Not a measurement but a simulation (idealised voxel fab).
Name of the process module below: voxel tone inversion
We display cut, a cross-section 240 nm in width whose square cells are each 5 nm.
A cross-section is written here as square cells arranged in a grid, and it is given in bands from the top down, each band taking up one or more rows of cells. It is stipulated that each band's entry specify, in nanometres, the height of the top of the band and then that of its bottom, followed by the materials of the band in left-to-right sequence, each together with its width in nanometres. A single material marked by the word "all across" is understood to fill the band from edge to edge; the word "air" is understood to denote empty space. The level at which height equals 0 is the one under which the wafer, as it arrives, is entirely one material. No lower edge exists for the bottom band, which continues downward and is notated as in "z 0 and below". A width such as "30..40" changes by the same amount from each row of cells to the next, from the band's top row to its bottom row. "no alteration" -> step changed no cross-section cell. Entry "Internal closed voids" = empty spaces >= 8 cells with no open way to the top; each as width x height at distance, distance from left edge, all nm. It should be noted that, on the line of a given step, the content following the step's settings is a remark produced by the simulator itself with respect to that step. A step's line can hold "overlay nm"; with a mask on that step, the setting says how far right of the planned place the mask lay, while a negative setting says it lay to the left.

# Steps in the process plan
1) RECEIVE with material Si
2) CONFORMAL_DEP with material SiCN, thk nm 10
3) DIRECTIONAL_DEP with material aC, thk nm 20
4) PATTERN with tone cover, mask id POSTS, material resist, width nm 20, pitch nm 45, thk nm 25, overlay nm 0
5) DIRECTIONAL_ETCH with etch materials aC, depth nm 20
6) STRIP with etch materials resist
7) FILL_DEP with material SiO2, thk nm 10
8) CMP with height nm 30
9) STRIP with etch materials aC
10) CONFORMAL_DEP with material TiN, thk nm 5
11) FILL_DEP with material Cu, thk nm 10
12) CMP with height nm 30
13) CONFORMAL_DEP with material SiCN, thk nm 5

# The first of the two wafers, which ran as planned

# Step 1 complete: cross-section of the wafer as received
> z 0 and below = Si all across
> Internal closed voids: none

# Cross-section through the wafer, step 2 finished
> z 10 to 0 = SiCN all across
> All layers under 0 are left as they were.

# Cross-section through the wafer, step 3 finished
> z 30 to 10 = aC all across
> All layers under 10 are left as they were.

# Cross-section through the wafer, step 4 finished
> z 55 to 30 = air 85 nm, resist 20 nm, air 25 nm, resist 20 nm, air 90 nm
> All layers under 30 are left as they were.

# Cross-section through the wafer, step 5 finished
> z 35 to 30 = air 85 nm, resist 20 nm, air 25 nm, resist 20 nm, air 90 nm
> z 30 to 10 = air 85 nm, aC 20 nm, air 25 nm, aC 20 nm, air 90 nm
> All layers under 10 are left as they were.

# Cross-section through the wafer, step 6 finished
> z 30 to 10 = air 85 nm, aC 20 nm, air 25 nm, aC 20 nm, air 90 nm
> All layers under 10 are left as they were.

# Cross-section through the wafer, step 7 finished
> z 40 to 30 = SiO2 all across
> z 30 to 10 = SiO2 85 nm, aC 20 nm, SiO2 25 nm, aC 20 nm, SiO2 90 nm
> All layers under 10 are left as they were.

# Cross-section through the wafer, step 8 finished
> z 30 to 10 = SiO2 85 nm, aC 20 nm, SiO2 25 nm, aC 20 nm, SiO2 90 nm
> All layers under 10 are left as they were.

# Cross-section through the wafer, step 9 finished
> z 30 to 10 = SiO2 85 nm, air 20 nm, SiO2 25 nm, air 20 nm, SiO2 90 nm
> All layers under 10 are left as they were.

# Cross-section through the wafer, step 10 finished
> z 35 to 30 = TiN 90 nm, air 10 nm, TiN 35 nm, air 10 nm, TiN 95 nm
> z 30 to 15 = SiO2 85 nm, TiN 5 nm, air 10 nm, TiN 5 nm, SiO2 25 nm, TiN 5 nm, air 10 nm, TiN 5 nm, SiO2 90 nm
> z 15 to 10 = SiO2 85 nm, TiN 20 nm, SiO2 25 nm, TiN 20 nm, SiO2 90 nm
> All layers under 10 are left as they were.

# Cross-section through the wafer, step 11 finished
> z 45 to 35 = Cu all across
> z 35 to 30 = TiN 90 nm, Cu 10 nm, TiN 35 nm, Cu 10 nm, TiN 95 nm
> z 30 to 15 = SiO2 85 nm, TiN 5 nm, Cu 10 nm, TiN 5 nm, SiO2 25 nm, TiN 5 nm, Cu 10 nm, TiN 5 nm, SiO2 90 nm
> All layers under 15 are left as they were.

# Cross-section through the wafer, step 12 finished
> z 30 to 15 = SiO2 85 nm, TiN 5 nm, Cu 10 nm, TiN 5 nm, SiO2 25 nm, TiN 5 nm, Cu 10 nm, TiN 5 nm, SiO2 90 nm
> All layers under 15 are left as they were.

# Cross-section through the wafer, step 13 finished
> z 35 to 30 = SiCN all across
> All layers under 30 are left as they were.

# For the second wafer, take the first wafer's start and plan, then add one mistake made in running it; everything through step 3, that step included, is shared with the first

# Here is the second wafer in cross-section at the point where step 4 of the plan should have been done
> z 55 to 30 = air 95 nm, resist 20 nm, air 25 nm, resist 20 nm, air 80 nm
> All layers under 30 are left as they were.

# Here is the second wafer in cross-section at the point where step 5 of the plan should have been done
> z 35 to 30 = air 95 nm, resist 20 nm, air 25 nm, resist 20 nm, air 80 nm
> z 30 to 10 = air 95 nm, aC 20 nm, air 25 nm, aC 20 nm, air 80 nm
> All layers under 10 are left as they were.

# Here is the second wafer in cross-section at the point where step 6 of the plan should have been done
> z 30 to 10 = air 95 nm, aC 20 nm, air 25 nm, aC 20 nm, air 80 nm
> All layers under 10 are left as they were.

# Here is the second wafer in cross-section at the point where step 7 of the plan should have been done
> z 40 to 30 = SiO2 all across
> z 30 to 10 = SiO2 95 nm, aC 20 nm, SiO2 25 nm, aC 20 nm, SiO2 80 nm
> All layers under 10 are left as they were.

# Here is the second wafer in cross-section at the point where step 8 of the plan should have been done
> z 30 to 10 = SiO2 95 nm, aC 20 nm, SiO2 25 nm, aC 20 nm, SiO2 80 nm
> All layers under 10 are left as they were.

# Here is the second wafer in cross-section at the point where step 9 of the plan should have been done
> z 30 to 10 = SiO2 95 nm, air 20 nm, SiO2 25 nm, air 20 nm, SiO2 80 nm
> All layers under 10 are left as they were.

# Here is the second wafer in cross-section at the point where step 10 of the plan should have been done
> z 35 to 30 = TiN 100 nm, air 10 nm, TiN 35 nm, air 10 nm, TiN 85 nm
> z 30 to 15 = SiO2 95 nm, TiN 5 nm, air 10 nm, TiN 5 nm, SiO2 25 nm, TiN 5 nm, air 10 nm, TiN 5 nm, SiO2 80 nm
> z 15 to 10 = SiO2 95 nm, TiN 20 nm, SiO2 25 nm, TiN 20 nm, SiO2 80 nm
> All layers under 10 are left as they were.

# Here is the second wafer in cross-section at the point where step 11 of the plan should have been done
> z 45 to 35 = Cu all across
> z 35 to 30 = TiN 100 nm, Cu 10 nm, TiN 35 nm, Cu 10 nm, TiN 85 nm
> z 30 to 15 = SiO2 95 nm, TiN 5 nm, Cu 10 nm, TiN 5 nm, SiO2 25 nm, TiN 5 nm, Cu 10 nm, TiN 5 nm, SiO2 80 nm
> All layers under 15 are left as they were.

# Here is the second wafer in cross-section at the point where step 12 of the plan should have been done
> z 30 to 15 = SiO2 95 nm, TiN 5 nm, Cu 10 nm, TiN 5 nm, SiO2 25 nm, TiN 5 nm, Cu 10 nm, TiN 5 nm, SiO2 80 nm
> All layers under 15 are left as they were.

# Here is the second wafer in cross-section at the point where step 13 of the plan should have been done
> z 35 to 30 = SiCN all across
> All layers under 30 are left as they were.
Run error: step 4 deviated from plan and actually ran as PATTERN with tone cover, mask id POSTS, material resist, width nm 20, pitch nm 45, thk nm 25, overlay nm 10
Comparing end states, the material composition by cell count is preserved from the first wafer to the second, while the locations of the cells are not.
